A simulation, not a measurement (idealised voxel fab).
This section sets out a process module, namely voxel transistor to metal.
Xsec cut, 150 nm wide, square cell size 5 nm.
The cross-sections in this document take the form of a grid made of square cells. They are written out as bands, in order from top to bottom. Each band consists of one or more rows of cells. Read a band's entry like this: the first values are the height of its top and the height of its bottom in nm, and what follows is the sequence of materials from left to right, each with its width in nm. Note that "blank" is empty space, and that a single material marked "full width" reaches across the band from edge to edge. Heads up on the height convention: 0 is the point under which the incoming wafer is all one material, and the lowest band has no bottom, it just keeps going down, like "from 0 down". Read "30..40" as a graded width: first number on top, second number at the bottom, same change between each pair of neighbouring rows. "all unchanged" (step): cross-section cells unchanged, all of them. So "Voids, fully enclosed" is basically the list of trapped voids: any empty space of 8 cells or more that can't reach the top through an opening. They're written width x height at distance, the distance being from the left edge, and it's all nm. after a step's settings: what the simulator itself notes on the step. overlay nm: step with mask; distance mask lay right of planned place; negative value = left of planned place.
[Set out below are the planned steps of the process]
1: RECEIVE [material Si]
2: CONFORMAL_DEP [material SiO2] [thk nm 5]
3: CONFORMAL_DEP [material SiN] [thk nm 15]
4: DIRECTIONAL_DEP [material aC] [thk nm 15]
5: PATTERN [tone cover] [mask id ACTIVE] [material resist] [width nm 95] [thk nm 30] [overlay nm 0]
6: DIRECTIONAL_ETCH [etch materials aC] [depth nm 15]
7: STRIP [etch materials resist]
8: DIRECTIONAL_ETCH [etch materials SiN] [depth nm 15]
9: DIRECTIONAL_ETCH [etch materials SiO2] [depth nm 5]
10: DIRECTIONAL_ETCH [etch materials Si] [depth nm 30]
11: STRIP [etch materials aC]
12: FILL_DEP [material SiO2] [thk nm 10]
13: CMP [height nm 20]
14: SELECTIVE_ETCH [etch materials SiO2] [depth nm 10]
15: STRIP [etch materials SiN]
16: SELECTIVE_ETCH [etch materials SiO2] [depth nm 5]
17: OXIDIZE [depth nm 5]
18: DIRECTIONAL_DEP [material polySi] [thk nm 25]
19: DIRECTIONAL_DEP [material SiCN] [thk nm 15]
20: PATTERN [tone cover] [mask id GATE] [material resist] [width nm 15] [thk nm 15] [overlay nm 0]
21: DIRECTIONAL_ETCH [etch materials SiCN] [depth nm 25]
22: DIRECTIONAL_ETCH [etch materials polySi] [depth nm 35]
23: STRIP [etch materials resist]
24: CONFORMAL_DEP [material SiN] [thk nm 10]
25: DIRECTIONAL_ETCH [etch materials SiN] [depth nm 10]
26: DIRECTIONAL_ETCH [etch materials SiO2] [depth nm 5]
27: EPI [material SiGe] [thk nm 5]
28: FILL_DEP [material SiO2] [thk nm 10]
29: CMP [height nm 40]
30: DIRECTIONAL_DEP [material SiO2] [thk nm 15]
31: MASKED_ETCH [tone open] [mask id CONTACT] [width nm 20] [pitch nm 65] [etch materials SiO2] [depth nm 55] [overlay nm 0]
32: CONFORMAL_DEP [material TiN] [thk nm 5]
33: FILL_DEP [material W] [thk nm 10]
34: CMP [height nm 55]
35: CONFORMAL_DEP [material SiCN] [thk nm 5]
36: DIRECTIONAL_DEP [material SiO2] [thk nm 25]
37: DIRECTIONAL_DEP [material aC] [thk nm 10]
38: PATTERN [tone open] [mask id METAL_1] [material resist] [width nm 20] [pitch nm 65] [thk nm 25] [overlay nm 0]
39: DIRECTIONAL_ETCH [etch materials aC] [depth nm 10]
40: STRIP [etch materials resist]
41: DIRECTIONAL_ETCH [etch materials SiO2] [depth nm 25]
42: DIRECTIONAL_ETCH [etch materials SiCN] [depth nm 5]
43: STRIP [etch materials aC]
44: CONFORMAL_DEP [material TiN] [thk nm 5]
45: FILL_DEP [material Cu] [thk nm 10]
46: CMP [height nm 85]
47: EPI [material Ru] [thk nm 5]
48: FILL_DEP [material SiCN] [thk nm 5]
49: DIRECTIONAL_DEP [material SiO2] [thk nm 25]
50: PATTERN [tone open] [mask id METAL_2] [material resist] [width nm 20] [pitch nm 65] [thk nm 20] [overlay nm 0]
51: DIRECTIONAL_ETCH [etch materials SiO2] [depth nm 15]
52: STRIP [etch materials resist]
53: DIRECTIONAL_DEP [material aC] [thk nm 10]
54: PATTERN [tone open] [mask id METAL_2_HOLES] [material resist] [width nm 15] [pitch nm 65] [thk nm 30] [overlay nm 0]
55: DIRECTIONAL_ETCH [etch materials aC] [depth nm 10]
56: STRIP [etch materials resist]
57: DIRECTIONAL_ETCH [etch materials SiO2] [depth nm 10]
58: DIRECTIONAL_ETCH [etch materials SiCN] [depth nm 5]
59: STRIP [etch materials aC]
60: CONFORMAL_DEP [material TiN] [thk nm 5]
61: FILL_DEP [material Cu] [thk nm 5]
62: CMP [height nm 120]
63: CONFORMAL_DEP [material SiN] [thk nm 5]
Variable across wafers: step 32 thk nm (plan value is that of the first wafer; starting state common to all).
[First of several wafers, received after step 1, in cross-section]
	from 0 down  Si full width
	Voids, fully enclosed: none
[Quick key for the table: a row per wafer, taken at the end of the module. For each material it tells you how many cells the wafer gained (+) or lost (-) since it came in, and the closed voids come after]
thk nm 5, +34 Cu, +12 Ru, -85 Si, +73 SiCN, +10 SiGe, +66 SiN, +481 SiO2, +104 TiN, +40 W, +15 polySi, Voids, fully enclosed: none
thk nm 10, +34 Cu, +12 Ru, -85 Si, +73 SiCN, +10 SiGe, +66 SiN, +481 SiO2, +144 TiN, +15 polySi, Voids, fully enclosed: none
thk nm 15, +34 Cu, +12 Ru, -85 Si, +73 SiCN, +10 SiGe, +66 SiN, +481 SiO2, +144 TiN, +15 polySi, Voids, fully enclosed: none
thk nm 20, +34 Cu, +12 Ru, -85 Si, +73 SiCN, +10 SiGe, +66 SiN, +481 SiO2, +144 TiN, +15 polySi, Voids, fully enclosed: none
